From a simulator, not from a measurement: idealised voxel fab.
process module | voxel ribs on slabs
cross-section cut | 285 nm wide | cells 5 nm
A cross-section is a grid of square cells, given in bands from the top down. A band is one or more rows of cells.
Each band's line starts with the height of the band's top and of its bottom, in nm. Then come its materials from left to right, each with its width in nm. One material with "throughout" fills the band from edge to edge. "air" is empty space.
Height 0 is the level under which the wafer as received is all one material. The lowest band goes on downwards, as in "0 down".
A width such as "30 to 40" changes by the same amount from each row of cells to the next, from the band's top row to its bottom row.
"no change" after a step means that no cell of the cross-section changed.
closed voids: empty space of 8 cells or more with no open way to the top, each as width x height at its distance from the left edge, in nm
after a step's settings: what the simulator itself notes on the step
overlay nm, on a step with a mask: how far to the right of its planned place the mask lay; to the left if negative
plan
1 op RECEIVE | material Si
2 op DIRECTIONAL_DEP | material SiO2 | thk nm 30
3 op DIRECTIONAL_DEP | material SiN | thk nm 20
4 op DIRECTIONAL_DEP | material aC | thk nm 15
5 op PATTERN | tone cover | mask id RIB | material resist | width nm 30 | thk nm 30 | overlay nm 0
6 op DIRECTIONAL_ETCH | etch materials aC | depth nm 15
7 op STRIP | etch materials resist
8 op DIRECTIONAL_ETCH | etch materials SiN | depth nm 5
9 op STRIP | etch materials aC
10 op DIRECTIONAL_DEP | material aC | thk nm 15
11 op PATTERN | tone cover | mask id SLAB | material resist | width nm 60 | thk nm 35 | overlay nm 0
12 op DIRECTIONAL_ETCH | etch materials aC | depth nm 15
13 op STRIP | etch materials resist
14 op DIRECTIONAL_ETCH | etch materials SiN | depth nm 15
15 op STRIP | etch materials aC
16 op FILL_DEP | material SiO2 | thk nm 25
17 op CMP | height nm 65
18 op DIRECTIONAL_DEP | material W | thk nm 10
19 op PATTERN | tone cover | mask id HEATER | material resist | width nm 40 | thk nm 20 | overlay nm 0
20 op DIRECTIONAL_ETCH | etch materials W | depth nm 10
21 op STRIP | etch materials resist
22 op CONFORMAL_DEP | material SiN | thk nm 10
as received, after step 1
  0 down: Si throughout
  closed voids: none
first wafer at the end, as planned
  85 to 75: air 110 | SiN 60 | air 115
  75 to 65: SiN 120 | W 40 | SiN 125
  65 to 50: SiO2 throughout
  50 to 45: SiO2 125 | SiN 30 | SiO2 130
  45 to 30: SiO2 110 | SiN 60 | SiO2 115
  30 to 0: SiO2 throughout
  0 down: Si throughout
  closed voids: none
second wafer at the end: like start, like plan, one mistake
  75 to 65: air 110 | SiN 60 | air 115
  65 to 55: SiN 120 | W 40 | SiN 125
  55 to 50: SiO2 throughout
  50 to 45: SiO2 125 | SiN 30 | SiO2 130
  45 to 30: SiO2 110 | SiN 60 | SiO2 115
  30 to 0: SiO2 throughout
  0 down: Si throughout
  closed voids: none
what went wrong: step 17 ran as: op CMP | height nm 55
at the end the second wafer has, in cells: 114 fewer of SiO2
